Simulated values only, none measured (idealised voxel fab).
process module | voxel wiring stack
cross-section cut | 200 nm wide | cells 5 nm
A cross-section is a grid of square cells, given in bands from the top down. A band is one or more rows of cells.
Each band's line starts with the height of the band's top and of its bottom, in nm. Then come its materials from left to right, each with its width in nm. One material with "throughout" fills the band from edge to edge. "air" is empty space.
Height 0 is the level under which the wafer as received is all one material. The lowest band goes on downwards, as in "0 down".
A width such as "30 to 40" changes by the same amount from each row of cells to the next, from the band's top row to its bottom row.
"no change" after a step means that no cell of the cross-section changed.
closed voids: empty space of 8 cells or more with no open way to the top, each as width x height at its distance from the left edge, in nm
after a step's settings: what the simulator itself notes on the step
overlay nm, on a step with a mask: how far to the right of its planned place the mask lay; to the left if negative
plan
1 op RECEIVE | material Si
2 op CONFORMAL_DEP | material SiO2 | thk nm 15
3 op DIRECTIONAL_DEP | material TiN | thk nm 5
4 op DIRECTIONAL_DEP | material Ru | thk nm 15
5 op MASKED_ETCH | tone cover | mask id METAL_1 | width nm 30 | pitch nm 60 | etch materials Ru | depth nm 15 | overlay nm 0
6 op MASKED_ETCH | tone cover | mask id METAL_1 | width nm 30 | pitch nm 60 | etch materials TiN | depth nm 5 | overlay nm 0
7 op FILL_DEP | material lowk | thk nm 5
8 op CMP | height nm 35
9 op CONFORMAL_DEP | material SiCN | thk nm 5
10 op DIRECTIONAL_DEP | material lowk | thk nm 20
11 op PATTERN | tone open | mask id PLUG_1 | material resist | width nm 15 | pitch nm 60 | thk nm 15 | overlay nm 0
12 op DIRECTIONAL_ETCH | etch materials lowk | depth nm 20
13 op DIRECTIONAL_ETCH | etch materials SiCN | depth nm 5
14 op STRIP | etch materials resist
15 op CONFORMAL_DEP | material TiN | thk nm 5
16 op FILL_DEP | material Cu | thk nm 5
17 op CMP | height nm 60
18 op DIRECTIONAL_DEP | material TiN | thk nm 5
19 op DIRECTIONAL_DEP | material W | thk nm 15
20 op PATTERN | tone cover | mask id METAL_2 | material resist | width nm 30 | pitch nm 60 | thk nm 20 | overlay nm 0
21 op DIRECTIONAL_ETCH | etch materials W | depth nm 15
22 op DIRECTIONAL_ETCH | etch materials TiN | depth nm 5
23 op STRIP | etch materials resist
24 op CONFORMAL_DEP | material SiCN | thk nm 5
25 op FILL_DEP | material lowk | thk nm 10
26 op CMP | height nm 80
27 op CONFORMAL_DEP | material SiCN | thk nm 5
28 op DIRECTIONAL_DEP | material SiO2 | thk nm 20
29 op MASKED_ETCH | tone open | mask id PLUG_2 | width nm 15 | pitch nm 60 | etch materials SiO2 | depth nm 20 | overlay nm 0
30 op MASKED_ETCH | tone open | mask id PLUG_2 | width nm 15 | pitch nm 60 | etch materials SiCN | depth nm 5 | overlay nm 0
31 op EPI | material Ru | thk nm 10
32 op EPI | material Ru | thk nm 10
33 op EPI | material Ru | thk nm 5
34 op DIRECTIONAL_DEP | material TiN | thk nm 5
35 op DIRECTIONAL_DEP | material W | thk nm 25
36 op MASKED_ETCH | tone cover | mask id METAL_3 | width nm 30 | pitch nm 60 | etch materials W | depth nm 25 | overlay nm 0
37 op MASKED_ETCH | tone cover | mask id METAL_3 | width nm 30 | pitch nm 60 | etch materials TiN | depth nm 5 | overlay nm 0
38 op CONFORMAL_DEP | material SiN | thk nm 5
39 op FILL_DEP | material lowk | thk nm 10
40 op CMP | height nm 135
41 op CONFORMAL_DEP | material SiN | thk nm 5
as received, after step 1
  0 down: Si throughout
  closed voids: none
a wafer at the end: this start, this plan, one mistake
  140 to 135: SiN throughout
  135 to 110: lowk 50 | SiN 5 | W 30 | SiN 5 | lowk 20 | SiN 5 | W 30 | SiN 5 | lowk 50
  110 to 105: SiN 55 | TiN 30 | SiN 30 | TiN 30 | SiN 55
  105 to 85: SiO2 55 | Ru 15 | SiO2 45 | Ru 15 | SiO2 70
  85 to 80: SiCN 55 | Ru 15 | SiCN 45 | Ru 15 | SiCN 70
  80 to 65: lowk 40 | SiCN 5 | W 30 | SiCN 5 | lowk 20 | SiCN 5 | W 30 | SiCN 5 | lowk 60
  65 to 60: SiCN 45 | TiN 30 | SiCN 30 | TiN 30 | SiCN 65
  60 to 40: lowk 55 | TiN 5 | Cu 5 | TiN 5 | lowk 45 | TiN 5 | Cu 5 | TiN 5 | lowk 70
  40 to 35: SiCN 55 | TiN 15 | SiCN 45 | TiN 15 | SiCN 70
  35 to 20: lowk 55 | Ru 30 | lowk 30 | Ru 30 | lowk 55
  20 to 15: lowk 55 | TiN 30 | lowk 30 | TiN 30 | lowk 55
  15 to 0: SiO2 throughout
  0 down: Si throughout
  closed voids: none
what went wrong: step 20 ran as: op PATTERN | tone cover | mask id METAL_2 | material resist | width nm 30 | pitch nm 60 | thk nm 20 | overlay nm -10
